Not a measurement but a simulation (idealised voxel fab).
Process module, titled voxel wiring stack
165 nm wide, 5 nm square cells: that's cross-section cut.
Throughout this document, each cross-section is represented as a grid of square cells and is presented as a sequence of bands enumerated from the top downward, where a band comprises one or more rows of cells. Quick guide to a band line: top height, bottom height (nm) up front; then every material left to right with its width in nm. Only one material and it's marked "throughout"? Then it fills the band edge to edge. And "empty" just means empty space. Convention: height 0 is the level below which the wafer, as received, is all one material. The lowest band does not terminate at the bottom but continues downward, represented as "0 nm and below". So if you see something like "30->40" for the width, read it as the top row of the band sitting at the first number and the bottom row at the second, with every row in between moving by the same amount as the last. Given "no modification" for a step, no cell of the cross-section differs between before and after that step. Closed-off voids of 8+ cells (no open route to the top) go in "Enclosed internal voids", written width x height at distance from the left edge, in nm. The remark found on a step's line after its settings is issued by the simulator itself and pertains to that step. The "overlay nm" setting may appear on a step's line; for a step that uses a mask, it gives how far to the right of its planned position the mask lay, and a negative value indicates the left.

Process steps - plan:
1 RECEIVE | material Si
2 CONFORMAL_DEP | material SiO2 | thk nm 10
3 CONFORMAL_DEP | material SiCN | thk nm 5
4 DIRECTIONAL_DEP | material lowk | thk nm 25
5 MASKED_ETCH | tone open | mask id METAL_1 | width nm 30 | pitch nm 45 | etch materials lowk | depth nm 25 | overlay nm 0
6 MASKED_ETCH | tone open | mask id METAL_1 | width nm 30 | pitch nm 45 | etch materials SiCN | depth nm 5 | overlay nm 0
7 CONFORMAL_DEP | material TiN | thk nm 5
8 FILL_DEP | material Cu | thk nm 5
9 CMP | height nm 40
10 EPI | material Ru | thk nm 5
11 FILL_DEP | material SiCN | thk nm 5
12 DIRECTIONAL_DEP | material SiO2 | thk nm 30
13 MASKED_ETCH | tone open | mask id METAL_2_HOLES | width nm 15 | pitch nm 45 | etch materials SiO2 | depth nm 30 | overlay nm 0
14 PATTERN | tone open | mask id METAL_2 | material resist | width nm 30 | pitch nm 45 | thk nm 20 | overlay nm 0
15 DIRECTIONAL_ETCH | etch materials SiO2 | depth nm 20
16 DIRECTIONAL_ETCH | etch materials SiCN | depth nm 5
17 STRIP | etch materials resist
18 CONFORMAL_DEP | material TiN | thk nm 5
19 FILL_DEP | material Cu | thk nm 10
20 CMP | height nm 80
21 CONFORMAL_DEP | material SiCN | thk nm 5
22 DIRECTIONAL_DEP | material lowk | thk nm 20
23 PATTERN | tone open | mask id PLUG_2 | material resist | width nm 15 | thk nm 15 | overlay nm 0
24 DIRECTIONAL_ETCH | etch materials lowk | depth nm 20
25 DIRECTIONAL_ETCH | etch materials SiCN | depth nm 5
26 STRIP | etch materials resist
27 CONFORMAL_DEP | material TiN | thk nm 5
28 FILL_DEP | material Cu | thk nm 10
29 CMP | height nm 105
30 CONFORMAL_DEP | material SiCN | thk nm 5
31 DIRECTIONAL_DEP | material SiO2 | thk nm 25
32 MASKED_ETCH | tone open | mask id METAL_3 | width nm 30 | pitch nm 45 | etch materials SiO2 | depth nm 25 | overlay nm 0
33 MASKED_ETCH | tone open | mask id METAL_3 | width nm 30 | pitch nm 45 | etch materials SiCN | depth nm 5 | overlay nm 0
34 CONFORMAL_DEP | material TiN | thk nm 5
35 FILL_DEP | material Ru | thk nm 5
36 CMP | height nm 135
37 CONFORMAL_DEP | material SiCN | thk nm 5
38 DIRECTIONAL_DEP | material lowk | thk nm 10
39 MASKED_ETCH | tone open | mask id PLUG_3 | width nm 15 | etch materials lowk | depth nm 10 | overlay nm 0
40 MASKED_ETCH | tone open | mask id PLUG_3 | width nm 15 | etch materials SiCN | depth nm 5 | overlay nm 0
41 CONFORMAL_DEP | material TiN | thk nm 5
42 FILL_DEP | material W | thk nm 10
43 CMP | height nm 150
44 CONFORMAL_DEP | material SiN | thk nm 5
45 DIRECTIONAL_DEP | material SiO2 | thk nm 20
46 MASKED_ETCH | tone open | mask id METAL_4 | width nm 30 | pitch nm 45 | etch materials SiO2 | depth nm 20 | overlay nm 0
47 MASKED_ETCH | tone open | mask id METAL_4 | width nm 30 | pitch nm 45 | etch materials SiN | depth nm 5 | overlay nm 0
48 CONFORMAL_DEP | material TiN | thk nm 5
49 FILL_DEP | material Cu | thk nm 10
50 CMP | height nm 175
51 EPI | material Ru | thk nm 5
52 FILL_DEP | material SiCN | thk nm 5

First of two wafers: run as planned:

Delivered wafer in cross-section: state after step 1:
    0 nm and below: Si throughout
    Enclosed internal voids: none

Cross-section of the wafer subsequent to step 2:
    10 nm to 0 nm: SiO2 throughout
    Nothing below the height 0 has changed.

Cross-section of the wafer subsequent to step 3:
    15 nm to 10 nm: SiCN throughout
    Nothing below the height 10 has changed.

Cross-section of the wafer subsequent to step 4:
    40 nm to 15 nm: lowk throughout
    Nothing below the height 15 has changed.

Cross-section of the wafer subsequent to step 5:
    40 nm to 15 nm: lowk=45  empty=30  lowk=15  empty=30  lowk=45
    Nothing below the height 15 has changed.

Cross-section of the wafer subsequent to step 6:
    40 nm to 15 nm: lowk=45  empty=30  lowk=15  empty=30  lowk=45
    15 nm to 10 nm: SiCN=45  empty=30  SiCN=15  empty=30  SiCN=45
    Nothing below the height 10 has changed.

Cross-section of the wafer subsequent to step 7:
    45 nm to 40 nm: TiN=50  empty=20  TiN=25  empty=20  TiN=50
    40 nm to 15 nm: lowk=45  TiN=5  empty=20  TiN=5  lowk=15  TiN=5  empty=20  TiN=5  lowk=45
    15 nm to 10 nm: SiCN=45  TiN=30  SiCN=15  TiN=30  SiCN=45
    Nothing below the height 10 has changed.

Cross-section of the wafer subsequent to step 8:
    50 nm to 45 nm: Cu throughout
    45 nm to 40 nm: TiN=50  Cu=20  TiN=25  Cu=20  TiN=50
    40 nm to 15 nm: lowk=45  TiN=5  Cu=20  TiN=5  lowk=15  TiN=5  Cu=20  TiN=5  lowk=45
    Nothing below the height 15 has changed.

Cross-section of the wafer subsequent to step 9:
    40 nm to 15 nm: lowk=45  TiN=5  Cu=20  TiN=5  lowk=15  TiN=5  Cu=20  TiN=5  lowk=45
    Nothing below the height 15 has changed.

Cross-section of the wafer subsequent to step 10:
    45 nm to 40 nm: empty=40  Ru=40  empty=5  Ru=40  empty=40
    Nothing below the height 40 has changed.

Cross-section of the wafer subsequent to step 11:
    50 nm to 45 nm: SiCN throughout
    45 nm to 40 nm: SiCN=40  Ru=40  SiCN=5  Ru=40  SiCN=40
    Nothing below the height 40 has changed.

Cross-section of the wafer subsequent to step 12:
    80 nm to 50 nm: SiO2 throughout
    Nothing below the height 50 has changed.

Cross-section of the wafer subsequent to step 13:
    80 nm to 50 nm: SiO2=45  empty=15  SiO2=30  empty=15  SiO2=60
    Nothing below the height 50 has changed.

Cross-section of the wafer subsequent to step 14:
    100 nm to 80 nm: resist=45  empty=30  resist=15  empty=30  resist=45
    Nothing below the height 80 has changed.

Cross-section of the wafer subsequent to step 15:
    100 nm to 80 nm: resist=45  empty=30  resist=15  empty=30  resist=45
    80 nm to 60 nm: SiO2=45  empty=30  SiO2=15  empty=30  SiO2=45
    Nothing below the height 60 has changed.

Cross-section of the wafer subsequent to step 16:
    100 nm to 80 nm: resist=45  empty=30  resist=15  empty=30  resist=45
    80 nm to 60 nm: SiO2=45  empty=30  SiO2=15  empty=30  SiO2=45
    60 nm to 50 nm: SiO2=45  empty=15  SiO2=30  empty=15  SiO2=60
    50 nm to 45 nm: SiCN=45  empty=15  SiCN=30  empty=15  SiCN=60
    Nothing below the height 45 has changed.

Cross-section of the wafer subsequent to step 17:
    80 nm to 60 nm: SiO2=45  empty=30  SiO2=15  empty=30  SiO2=45
    Nothing below the height 60 has changed.

Cross-section of the wafer subsequent to step 18:
    85 nm to 80 nm: TiN=50  empty=20  TiN=25  empty=20  TiN=50
    80 nm to 65 nm: SiO2=45  TiN=5  empty=20  TiN=5  SiO2=15  TiN=5  empty=20  TiN=5  SiO2=45
    65 nm to 60 nm: SiO2=45  TiN=5  empty=5  TiN=20  SiO2=15  TiN=5  empty=5  TiN=20  SiO2=45
    60 nm to 50 nm: SiO2=45  TiN=5  empty=5  TiN=5  SiO2=30  TiN=5  empty=5  TiN=5  SiO2=60
    50 nm to 45 nm: SiCN=45  TiN=15  SiCN=30  TiN=15  SiCN=60
    Nothing below the height 45 has changed.

Cross-section of the wafer subsequent to step 19:
    95 nm to 85 nm: Cu throughout
    85 nm to 80 nm: TiN=50  Cu=20  TiN=25  Cu=20  TiN=50
    80 nm to 65 nm: SiO2=45  TiN=5  Cu=20  TiN=5  SiO2=15  TiN=5  Cu=20  TiN=5  SiO2=45
    65 nm to 60 nm: SiO2=45  TiN=5  Cu=5  TiN=20  SiO2=15  TiN=5  Cu=5  TiN=20  SiO2=45
    60 nm to 50 nm: SiO2=45  TiN=5  Cu=5  TiN=5  SiO2=30  TiN=5  Cu=5  TiN=5  SiO2=60
    Nothing below the height 50 has changed.

Cross-section of the wafer subsequent to step 20:
    80 nm to 65 nm: SiO2=45  TiN=5  Cu=20  TiN=5  SiO2=15  TiN=5  Cu=20  TiN=5  SiO2=45
    Nothing below the height 65 has changed.

Cross-section of the wafer subsequent to step 21:
    85 nm to 80 nm: SiCN throughout
    Nothing below the height 80 has changed.

Cross-section of the wafer subsequent to step 22:
    105 nm to 85 nm: lowk throughout
    Nothing below the height 85 has changed.

Cross-section of the wafer subsequent to step 23:
    120 nm to 105 nm: resist=45  empty=15  resist=105
    Nothing below the height 105 has changed.

Cross-section of the wafer subsequent to step 24:
    120 nm to 105 nm: resist=45  empty=15  resist=105
    105 nm to 85 nm: lowk=45  empty=15  lowk=105
    Nothing below the height 85 has changed.

Cross-section of the wafer subsequent to step 25:
    120 nm to 105 nm: resist=45  empty=15  resist=105
    105 nm to 85 nm: lowk=45  empty=15  lowk=105
    85 nm to 80 nm: SiCN=45  empty=15  SiCN=105
    Nothing below the height 80 has changed.

Cross-section of the wafer subsequent to step 26:
    105 nm to 85 nm: lowk=45  empty=15  lowk=105
    Nothing below the height 85 has changed.

Cross-section of the wafer subsequent to step 27:
    110 nm to 105 nm: TiN=50  empty=5  TiN=110
    105 nm to 85 nm: lowk=45  TiN=5  empty=5  TiN=5  lowk=105
    85 nm to 80 nm: SiCN=45  TiN=15  SiCN=105
    Nothing below the height 80 has changed.

Cross-section of the wafer subsequent to step 28:
    120 nm to 110 nm: Cu throughout
    110 nm to 105 nm: TiN=50  Cu=5  TiN=110
    105 nm to 85 nm: lowk=45  TiN=5  Cu=5  TiN=5  lowk=105
    Nothing below the height 85 has changed.

Cross-section of the wafer subsequent to step 29:
    105 nm to 85 nm: lowk=45  TiN=5  Cu=5  TiN=5  lowk=105
    Nothing below the height 85 has changed.

Cross-section of the wafer subsequent to step 30:
    110 nm to 105 nm: SiCN throughout
    Nothing below the height 105 has changed.

Cross-section of the wafer subsequent to step 31:
    135 nm to 110 nm: SiO2 throughout
    Nothing below the height 110 has changed.

Cross-section of the wafer subsequent to step 32:
    135 nm to 110 nm: SiO2=45  empty=30  SiO2=15  empty=30  SiO2=45
    Nothing below the height 110 has changed.

Cross-section of the wafer subsequent to step 33:
    135 nm to 110 nm: SiO2=45  empty=30  SiO2=15  empty=30  SiO2=45
    110 nm to 105 nm: SiCN=45  empty=30  SiCN=15  empty=30  SiCN=45
    Nothing below the height 105 has changed.

Cross-section of the wafer subsequent to step 34:
    140 nm to 135 nm: TiN=50  empty=20  TiN=25  empty=20  TiN=50
    135 nm to 110 nm: SiO2=45  TiN=5  empty=20  TiN=5  SiO2=15  TiN=5  empty=20  TiN=5  SiO2=45
    110 nm to 105 nm: SiCN=45  TiN=30  SiCN=15  TiN=30  SiCN=45
    Nothing below the height 105 has changed.

Cross-section of the wafer subsequent to step 35:
    145 nm to 140 nm: Ru throughout
    140 nm to 135 nm: TiN=50  Ru=20  TiN=25  Ru=20  TiN=50
    135 nm to 110 nm: SiO2=45  TiN=5  Ru=20  TiN=5  SiO2=15  TiN=5  Ru=20  TiN=5  SiO2=45
    Nothing below the height 110 has changed.

Cross-section of the wafer subsequent to step 36:
    135 nm to 110 nm: SiO2=45  TiN=5  Ru=20  TiN=5  SiO2=15  TiN=5  Ru=20  TiN=5  SiO2=45
    Nothing below the height 110 has changed.

Cross-section of the wafer subsequent to step 37:
    140 nm to 135 nm: SiCN throughout
    Nothing below the height 135 has changed.

Cross-section of the wafer subsequent to step 38:
    150 nm to 140 nm: lowk throughout
    Nothing below the height 140 has changed.

Cross-section of the wafer subsequent to step 39:
    150 nm to 140 nm: lowk=45  empty=15  lowk=105
    Nothing below the height 140 has changed.

Cross-section of the wafer subsequent to step 40:
    150 nm to 140 nm: lowk=45  empty=15  lowk=105
    140 nm to 135 nm: SiCN=45  empty=15  SiCN=105
    Nothing below the height 135 has changed.

Cross-section of the wafer subsequent to step 41:
    155 nm to 150 nm: TiN=50  empty=5  TiN=110
    150 nm to 140 nm: lowk=45  TiN=5  empty=5  TiN=5  lowk=105
    140 nm to 135 nm: SiCN=45  TiN=15  SiCN=105
    Nothing below the height 135 has changed.

Cross-section of the wafer subsequent to step 42:
    165 nm to 155 nm: W throughout
    155 nm to 150 nm: TiN=50  W=5  TiN=110
    150 nm to 140 nm: lowk=45  TiN=5  W=5  TiN=5  lowk=105
    Nothing below the height 140 has changed.

Cross-section of the wafer subsequent to step 43:
    150 nm to 140 nm: lowk=45  TiN=5  W=5  TiN=5  lowk=105
    Nothing below the height 140 has changed.

Cross-section of the wafer subsequent to step 44:
    155 nm to 150 nm: SiN throughout
    Nothing below the height 150 has changed.

Cross-section of the wafer subsequent to step 45:
    175 nm to 155 nm: SiO2 throughout
    Nothing below the height 155 has changed.

Cross-section of the wafer subsequent to step 46:
    175 nm to 155 nm: SiO2=45  empty=30  SiO2=15  empty=30  SiO2=45
    Nothing below the height 155 has changed.

Cross-section of the wafer subsequent to step 47:
    175 nm to 155 nm: SiO2=45  empty=30  SiO2=15  empty=30  SiO2=45
    155 nm to 150 nm: SiN=45  empty=30  SiN=15  empty=30  SiN=45
    Nothing below the height 150 has changed.

Cross-section of the wafer subsequent to step 48:
    180 nm to 175 nm: TiN=50  empty=20  TiN=25  empty=20  TiN=50
    175 nm to 155 nm: SiO2=45  TiN=5  empty=20  TiN=5  SiO2=15  TiN=5  empty=20  TiN=5  SiO2=45
    155 nm to 150 nm: SiN=45  TiN=30  SiN=15  TiN=30  SiN=45
    Nothing below the height 150 has changed.

Cross-section of the wafer subsequent to step 49:
    190 nm to 180 nm: Cu throughout
    180 nm to 175 nm: TiN=50  Cu=20  TiN=25  Cu=20  TiN=50
    175 nm to 155 nm: SiO2=45  TiN=5  Cu=20  TiN=5  SiO2=15  TiN=5  Cu=20  TiN=5  SiO2=45
    Nothing below the height 155 has changed.

Cross-section of the wafer subsequent to step 50:
    175 nm to 155 nm: SiO2=45  TiN=5  Cu=20  TiN=5  SiO2=15  TiN=5  Cu=20  TiN=5  SiO2=45
    Nothing below the height 155 has changed.

Cross-section of the wafer subsequent to step 51:
    180 nm to 175 nm: empty=40  Ru=40  empty=5  Ru=40  empty=40
    Nothing below the height 175 has changed.

Cross-section of the wafer subsequent to step 52:
    185 nm to 180 nm: SiCN throughout
    180 nm to 175 nm: SiCN=40  Ru=40  SiCN=5  Ru=40  SiCN=40
    Nothing below the height 175 has changed.

Wafer two. Same start, same plan, one slip in execution. Same as wafer one through step 29, inclusive:

Here is the second wafer in cross-section at the point where step 30 of the plan should have been done:
    110 nm to 105 nm: SiO2 throughout
    Nothing below the height 105 has changed.

Here is the second wafer in cross-section at the point where step 31 of the plan should have been done:
    135 nm to 105 nm: SiO2 throughout
    Nothing below the height 105 has changed.

Here is the second wafer in cross-section at the point where step 32 of the plan should have been done:
    135 nm to 110 nm: SiO2=45  empty=30  SiO2=15  empty=30  SiO2=45
    Nothing below the height 110 has changed.

Here is the second wafer in cross-section at the point where step 33 of the plan should have been done: no modification

Here is the second wafer in cross-section at the point where step 34 of the plan should have been done:
    140 nm to 135 nm: TiN=50  empty=20  TiN=25  empty=20  TiN=50
    135 nm to 115 nm: SiO2=45  TiN=5  empty=20  TiN=5  SiO2=15  TiN=5  empty=20  TiN=5  SiO2=45
    115 nm to 110 nm: SiO2=45  TiN=30  SiO2=15  TiN=30  SiO2=45
    Nothing below the height 110 has changed.

Here is the second wafer in cross-section at the point where step 35 of the plan should have been done:
    145 nm to 140 nm: Ru throughout
    140 nm to 135 nm: TiN=50  Ru=20  TiN=25  Ru=20  TiN=50
    135 nm to 115 nm: SiO2=45  TiN=5  Ru=20  TiN=5  SiO2=15  TiN=5  Ru=20  TiN=5  SiO2=45
    Nothing below the height 115 has changed.

Here is the second wafer in cross-section at the point where step 36 of the plan should have been done:
    135 nm to 115 nm: SiO2=45  TiN=5  Ru=20  TiN=5  SiO2=15  TiN=5  Ru=20  TiN=5  SiO2=45
    Nothing below the height 115 has changed.

Here is the second wafer in cross-section at the point where step 37 of the plan should have been done:
    140 nm to 135 nm: SiCN throughout
    Nothing below the height 135 has changed.

Here is the second wafer in cross-section at the point where step 38 of the plan should have been done:
    150 nm to 140 nm: lowk throughout
    Nothing below the height 140 has changed.

Here is the second wafer in cross-section at the point where step 39 of the plan should have been done:
    150 nm to 140 nm: lowk=45  empty=15  lowk=105
    Nothing below the height 140 has changed.

Here is the second wafer in cross-section at the point where step 40 of the plan should have been done:
    150 nm to 140 nm: lowk=45  empty=15  lowk=105
    140 nm to 135 nm: SiCN=45  empty=15  SiCN=105
    Nothing below the height 135 has changed.

Here is the second wafer in cross-section at the point where step 41 of the plan should have been done:
    155 nm to 150 nm: TiN=50  empty=5  TiN=110
    150 nm to 140 nm: lowk=45  TiN=5  empty=5  TiN=5  lowk=105
    140 nm to 135 nm: SiCN=45  TiN=15  SiCN=105
    Nothing below the height 135 has changed.

Here is the second wafer in cross-section at the point where step 42 of the plan should have been done:
    165 nm to 155 nm: W throughout
    155 nm to 150 nm: TiN=50  W=5  TiN=110
    150 nm to 140 nm: lowk=45  TiN=5  W=5  TiN=5  lowk=105
    Nothing below the height 140 has changed.

Here is the second wafer in cross-section at the point where step 43 of the plan should have been done:
    150 nm to 140 nm: lowk=45  TiN=5  W=5  TiN=5  lowk=105
    Nothing below the height 140 has changed.

Here is the second wafer in cross-section at the point where step 44 of the plan should have been done:
    155 nm to 150 nm: SiN throughout
    Nothing below the height 150 has changed.

Here is the second wafer in cross-section at the point where step 45 of the plan should have been done:
    175 nm to 155 nm: SiO2 throughout
    Nothing below the height 155 has changed.

Here is the second wafer in cross-section at the point where step 46 of the plan should have been done:
    175 nm to 155 nm: SiO2=45  empty=30  SiO2=15  empty=30  SiO2=45
    Nothing below the height 155 has changed.

Here is the second wafer in cross-section at the point where step 47 of the plan should have been done:
    175 nm to 155 nm: SiO2=45  empty=30  SiO2=15  empty=30  SiO2=45
    155 nm to 150 nm: SiN=45  empty=30  SiN=15  empty=30  SiN=45
    Nothing below the height 150 has changed.

Here is the second wafer in cross-section at the point where step 48 of the plan should have been done:
    180 nm to 175 nm: TiN=50  empty=20  TiN=25  empty=20  TiN=50
    175 nm to 155 nm: SiO2=45  TiN=5  empty=20  TiN=5  SiO2=15  TiN=5  empty=20  TiN=5  SiO2=45
    155 nm to 150 nm: SiN=45  TiN=30  SiN=15  TiN=30  SiN=45
    Nothing below the height 150 has changed.

Here is the second wafer in cross-section at the point where step 49 of the plan should have been done:
    190 nm to 180 nm: Cu throughout
    180 nm to 175 nm: TiN=50  Cu=20  TiN=25  Cu=20  TiN=50
    175 nm to 155 nm: SiO2=45  TiN=5  Cu=20  TiN=5  SiO2=15  TiN=5  Cu=20  TiN=5  SiO2=45
    Nothing below the height 155 has changed.

Here is the second wafer in cross-section at the point where step 50 of the plan should have been done:
    175 nm to 155 nm: SiO2=45  TiN=5  Cu=20  TiN=5  SiO2=15  TiN=5  Cu=20  TiN=5  SiO2=45
    Nothing below the height 155 has changed.

Here is the second wafer in cross-section at the point where step 51 of the plan should have been done:
    180 nm to 175 nm: empty=40  Ru=40  empty=5  Ru=40  empty=40
    Nothing below the height 175 has changed.

Here is the second wafer in cross-section at the point where step 52 of the plan should have been done:
    185 nm to 180 nm: SiCN throughout
    180 nm to 175 nm: SiCN=40  Ru=40  SiCN=5  Ru=40  SiCN=40
    Nothing below the height 175 has changed.
Which mistake was made when the wafer was run? rather than as planned, step 30 actually ran as CONFORMAL_DEP | material SiO2 | thk nm 5
The final cell counts differ between the wafers, with the second having more or fewer of some materials than the first: 8 fewer of Ru, 21 fewer of SiCN, 33 more of SiO2, 4 fewer of TiN
